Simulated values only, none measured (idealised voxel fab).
process module | voxel lift off
cross-section cut | 145 nm wide | cells 5 nm
A cross-section is a grid of square cells, given in bands from the top down. A band is one or more rows of cells.
Each band's line starts with the height of the band's top and of its bottom, in nm. Then come its materials from left to right, each with its width in nm. One material with "throughout" fills the band from edge to edge. "air" is empty space.
Height 0 is the level under which the wafer as received is all one material. The lowest band goes on downwards, as in "0 down".
A width such as "30 to 40" changes by the same amount from each row of cells to the next, from the band's top row to its bottom row.
"no change" after a step means that no cell of the cross-section changed.
closed voids: empty space of 8 cells or more with no open way to the top, each as width x height at its distance from the left edge, in nm
after a step's settings: what the simulator itself notes on the step
overlay nm, on a step with a mask: how far to the right of its planned place the mask lay; to the left if negative
plan
1 op RECEIVE | material Si
2 op CONFORMAL_DEP | material SiO2 | thk nm 15
3 op PATTERN | tone open | mask id LINES | material resist | width nm 20 | pitch nm 50 | thk nm 20 | overlay nm 0
4 op DIRECTIONAL_DEP | material Ru | thk nm 10
5 op STRIP | etch materials resist
6 op CONFORMAL_DEP | material SiN | thk nm 10
as received, after step 1
  0 down: Si throughout
  closed voids: none
first wafer at the end, as planned
  35 to 25: air 25 | SiN 40 | air 10 | SiN 40 | air 30
  25 to 15: SiN 35 | Ru 20 | SiN 30 | Ru 20 | SiN 40
  15 to 0: SiO2 throughout
  0 down: Si throughout
  closed voids: none
second wafer at the end: like start, like plan, one mistake
  35 to 25: air 25 | SiN 40 | air 10 | SiN 40 | air 30
  25 to 15: SiN 35 | Ru 20 | SiN 30 | Ru 20 | SiN 40
  15 to 0: SiN throughout
  0 down: Si throughout
  closed voids: none
what went wrong: step 2 ran as: op CONFORMAL_DEP | material SiN | thk nm 15
at the end the second wafer has, in cells: 87 more of SiN | 87 fewer of SiO2
